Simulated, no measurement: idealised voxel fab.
process module | voxel fin reveal
cross-section cut | 240 nm wide | cells 5 nm
A cross-section is a grid of square cells, given in bands from the top down. A band is one or more rows of cells.
Each band's line starts with the height of the band's top and of its bottom, in nm. Then come its materials from left to right, each with its width in nm. One material with "throughout" fills the band from edge to edge. "air" is empty space.
Height 0 is the level under which the wafer as received is all one material. The lowest band goes on downwards, as in "0 down".
A width such as "30 to 40" changes by the same amount from each row of cells to the next, from the band's top row to its bottom row.
"no change" after a step means that no cell of the cross-section changed.
closed voids: empty space of 8 cells or more with no open way to the top, each as width x height at its distance from the left edge, in nm
after a step's settings: what the simulator itself notes on the step
overlay nm, on a step with a mask: how far to the right of its planned place the mask lay; to the left if negative
plan
1 op RECEIVE | material Si
2 op CONFORMAL_DEP | material SiN | thk nm 5
3 op PATTERN | tone cover | mask id FINS | material resist | width nm 15 | pitch nm 35 | thk nm 15 | overlay nm 0
4 op DIRECTIONAL_ETCH | etch materials SiN | depth nm 5
5 op DIRECTIONAL_ETCH | etch materials Si | depth nm 35
6 op STRIP | etch materials resist
7 op FILL_DEP | material SiO2 | thk nm 15
8 op CMP | height nm 5
9 op SELECTIVE_ETCH | etch materials SiO2 | depth nm 15
10 op STRIP | etch materials SiN
first wafer, as planned
as received, after step 1
  0 down: Si throughout
  closed voids: none
after step 2
  5 to 0: SiN throughout
  below 0: unchanged
after step 3
  20 to 5: air 60 | resist 15 | air 20 | resist 15 | air 20 | resist 15 | air 20 | resist 15 | air 60
  below 5: unchanged
after step 4
  20 to 5: air 60 | resist 15 | air 20 | resist 15 | air 20 | resist 15 | air 20 | resist 15 | air 60
  5 to 0: air 60 | SiN 15 | air 20 | SiN 15 | air 20 | SiN 15 | air 20 | SiN 15 | air 60
  below 0: unchanged
after step 5
  20 to 5: air 60 | resist 15 | air 20 | resist 15 | air 20 | resist 15 | air 20 | resist 15 | air 60
  5 to 0: air 60 | SiN 15 | air 20 | SiN 15 | air 20 | SiN 15 | air 20 | SiN 15 | air 60
  0 to -35: air 60 | Si 15 | air 20 | Si 15 | air 20 | Si 15 | air 20 | Si 15 | air 60
  below -35: unchanged
after step 6
  5 to 0: air 60 | SiN 15 | air 20 | SiN 15 | air 20 | SiN 15 | air 20 | SiN 15 | air 60
  below 0: unchanged
after step 7
  20 to 5: SiO2 throughout
  5 to 0: SiO2 60 | SiN 15 | SiO2 20 | SiN 15 | SiO2 20 | SiN 15 | SiO2 20 | SiN 15 | SiO2 60
  0 to -35: SiO2 60 | Si 15 | SiO2 20 | Si 15 | SiO2 20 | Si 15 | SiO2 20 | Si 15 | SiO2 60
  below -35: unchanged
after step 8
  5 to 0: SiO2 60 | SiN 15 | SiO2 20 | SiN 15 | SiO2 20 | SiN 15 | SiO2 20 | SiN 15 | SiO2 60
  below 0: unchanged
after step 9
  5 to 0: air 60 | SiN 15 | air 20 | SiN 15 | air 20 | SiN 15 | air 20 | SiN 15 | air 60
  0 to -10: air 60 | Si 15 | air 20 | Si 15 | air 20 | Si 15 | air 20 | Si 15 | air 60
  below -10: unchanged
after step 10
  0 to -10: air 60 | Si 15 | air 20 | Si 15 | air 20 | Si 15 | air 20 | Si 15 | air 60
  below -10: unchanged
second wafer: like start, like plan, one mistake. Through step 9 it matches the first wafer
when step 10 should have ended: no change
what went wrong: step 10 was left out
at the end the second wafer has, in cells: 12 more of SiN
